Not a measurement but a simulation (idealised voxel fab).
Name of the process module below: voxel spacer lines
The figure presents cross-section cut, which has a width of 175 nm and is divided into square cells with an edge length of 5 nm.
How to read a cross-section here: the picture is a grid of square cells, written as bands going from the top down, and any band can span one or more rows of cells.
First you get the band's top height and its bottom height, in nm, and then the materials it's made of, left to right, with each width in nm. If you see a single material with "full width", that one covers the band edge to edge. "blank" is empty space.
All heights in this document are referenced to 0, defined as the level beneath which the wafer, as received, consists entirely of one material. The lowest band is not bounded below; it extends indefinitely downward and is written in the form "0..down".
Width spec "30..40" -> top row of cells at first value, bottom row at second value, equal per-row change in between.
"no change" for a step: no cell of the cross-section changed in that step.
This entry, "Fully sealed cavities", enumerates those empty regions of no fewer than 8 cells that possess no open connection to the top. Each region is reported in the form width x height at distance, the distance being taken from the left edge, with all three quantities expressed in nm.
Anything after a step's settings on that line? It's the simulator's own note about the step.
Steps that use a mask can have "overlay nm" on their line. It says how far the mask sat to the right of where it was meant to be. Negative means to the left.

The process steps that were planned are listed below:
1) RECEIVE, material Si
2) CONFORMAL_DEP, material Al2O3, thk nm 10
3) DIRECTIONAL_DEP, material W, thk nm 15
4) DIRECTIONAL_DEP, material polySi, thk nm 25
5) PATTERN, tone cover, mask id MANDREL, material resist, width nm 20, pitch nm 60, thk nm 30, overlay nm 0
6) DIRECTIONAL_ETCH, etch materials polySi, depth nm 25
7) STRIP, etch materials resist
8) CONFORMAL_DEP, material SiN, thk nm 10
9) DIRECTIONAL_ETCH, etch materials SiN, depth nm 10
10) STRIP, etch materials polySi
11) DIRECTIONAL_ETCH, etch materials W, depth nm 15
12) STRIP, etch materials SiN
13) FILL_DEP, material SiO2, thk nm 10
14) CMP, height nm 25

Incoming wafer, cross-sectional view, post step 1:
    0..down  Si full width
    Fully sealed cavities: none

Looking at the first of two wafers in cross-section at end of module - ran to plan:
    25..10  SiO2: 5, W: 10, SiO2: 20, W: 10, SiO2: 20, W: 10, SiO2: 20, W: 10, SiO2: 20, W: 10, SiO2: 20, W: 10, SiO2: 10
    10..0  Al2O3 full width
    0..down  Si full width
    Fully sealed cavities: none

Cross-sectional image of the second wafer of the two following completion of the module. Starting state and process plan were the same as for the first wafer; one execution error occurred:
    25..10  SiO2: 10, W: 10, SiO2: 15, W: 10, SiO2: 25, W: 10, SiO2: 15, W: 10, SiO2: 25, W: 10, SiO2: 15, W: 10, SiO2: 10
    10..0  Al2O3 full width
    0..down  Si full width
    Fully sealed cavities: none
Nonconformance to the process plan: contrary to plan, step 5 was performed as PATTERN, tone cover, mask id MANDREL, material resist, width nm 15, pitch nm 60, thk nm 30, overlay nm 0
Heads up: at the end the two wafers have identical cell counts per material, they're just laid out differently.
